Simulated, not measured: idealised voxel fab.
process module | voxel ribs on slabs
cross-section cut | 270 nm wide | cells 5 nm
A cross-section is a grid of square cells, given in bands from the top down. A band is one or more rows of cells.
Each band's line starts with the height of the band's top and of its bottom, in nm. Then come its materials from left to right, each with its width in nm. One material with "throughout" fills the band from edge to edge. "air" is empty space.
Height 0 is the level under which the wafer as received is all one material. The lowest band goes on downwards, as in "0 down".
A width such as "30 to 40" changes by the same amount from each row of cells to the next, from the band's top row to its bottom row.
"no change" after a step means that no cell of the cross-section changed.
closed voids: empty space of 8 cells or more with no open way to the top, each as width x height at its distance from the left edge, in nm
after a step's settings: what the simulator itself notes on the step
overlay nm, on a step with a mask: how far to the right of its planned place the mask lay; to the left if negative
plan
1 op RECEIVE | material Si
2 op DIRECTIONAL_DEP | material SiO2 | thk nm 30
3 op DIRECTIONAL_DEP | material polySi | thk nm 15
4 op MASKED_ETCH | tone cover | mask id RIB | width nm 30 | etch materials polySi | depth nm 10 | overlay nm 0
5 op MASKED_ETCH | tone cover | mask id SLAB | width nm 50 | etch materials polySi | depth nm 5 | overlay nm 0
6 op FILL_DEP | material SiO2 | thk nm 25
7 op CMP | height nm 60
8 op DIRECTIONAL_DEP | material W | thk nm 10
9 op PATTERN | tone cover | mask id HEATER | material resist | width nm 40 | thk nm 20 | overlay nm 0
10 op DIRECTIONAL_ETCH | etch materials W | depth nm 10
11 op STRIP | etch materials resist
12 op CONFORMAL_DEP | material SiN | thk nm 5
varied across the wafers: width nm of step 5. The plan shows the first wafer's value. All wafers start alike
first wafer as received, after step 1
  0 down: Si throughout
  closed voids: none
each wafer at the end: cells of each material gained (+) or lost (-) since it was received, then its closed voids
width nm 50 | +58 SiN | +626 SiO2 | +16 W | +22 polySi | closed voids: none
width nm 55 | +58 SiN | +625 SiO2 | +16 W | +23 polySi | closed voids: none
width nm 60 | +58 SiN | +624 SiO2 | +16 W | +24 polySi | closed voids: none
width nm 65 | +58 SiN | +623 SiO2 | +16 W | +25 polySi | closed voids: none
width nm 70 | +58 SiN | +622 SiO2 | +16 W | +26 polySi | closed voids: none
width nm 75 | +58 SiN | +621 SiO2 | +16 W | +27 polySi | closed voids: none
